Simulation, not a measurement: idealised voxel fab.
Title: Process Module voxel released beams
Cross-section cut spans 215 nm and uses square cells 5 nm in size.
When this document writes out a cross-section, it uses a grid of square cells and lists it as bands, beginning at the top and moving down, with a band standing for one or more rows of cells.
Heads up on the band format: heights come first, top then bottom, in nm. After that it's the materials left to right, each with its width in nm. A single material flagged "throughout" fills the whole band edge to edge, and "air" means there's empty space there.
Heights are measured from 0, the level below which the as-received wafer is all one material; the lowest band has no bottom and continues downward, written as in "from 0 down".
A width such as "30->40" changes by the same amount from each row of cells to the next, from the band's top row to its bottom row.
Basically "stayed the same" means that step didn't change any cell in the cross-section.
Entry "Closed cavities" = empty spaces >= 8 cells with no open way to the top; each as width x height at distance, distance from left edge, all nm.
Heads up: the bit after the settings on a step's line is the simulator's remark on that step.
overlay nm: for a step with a mask, the amount by which the mask lay right of where it was planned; a negative amount means left of it.
**Planned process steps**
| 1 | RECEIVE,material Si |
| 2 | CONFORMAL_DEP,material Al2O3,thk nm 5 |
| 3 | DIRECTIONAL_DEP,material SiO2,thk nm 15 |
| 4 | DIRECTIONAL_DEP,material aC,thk nm 15 |
| 5 | PATTERN,tone open,mask id ANCHOR,material resist,width nm 35,thk nm 35,overlay nm 0 |
| 6 | DIRECTIONAL_ETCH,etch materials aC,depth nm 15 |
| 7 | STRIP,etch materials resist |
| 8 | DIRECTIONAL_ETCH,etch materials SiO2,depth nm 5 |
| 9 | STRIP,etch materials aC |
| 10 | CONFORMAL_DEP,material SiN,thk nm 15 |
| 11 | PATTERN,tone cover,mask id BEAM,material resist,width nm 95,thk nm 15,overlay nm 0 |
| 12 | DIRECTIONAL_ETCH,etch materials SiN,depth nm 15 |
| 13 | STRIP,etch materials resist |
| 14 | STRIP,etch materials SiO2 |
Be aware that, although all wafers share a common starting state, the depth nm at step 8 differs among them, and the plan displays the first wafer's value.
**So this is the first of several wafers, cross-sectioned as it came to us, meaning it's at the end of step 1**
- from 0 down: Si throughout
- Closed cavities: none
**What follows is a table in which each wafer occupies a row; for the wafer as it stands at the close of the module, the row states, material by material, how many cells have been gained (+) or lost (-) since receipt, and then gives its closed voids**
depth nm 5 | +43 Al2O3 | Closed cavities: none
depth nm 10 | +43 Al2O3 | Closed cavities: none
depth nm 15 | +43 Al2O3 | +75 SiN | Closed cavities: none
depth nm 20 | +43 Al2O3 | +75 SiN | Closed cavities: none
depth nm 25 | +43 Al2O3 | +75 SiN | Closed cavities: none
depth nm 30 | +43 Al2O3 | +75 SiN | Closed cavities: none
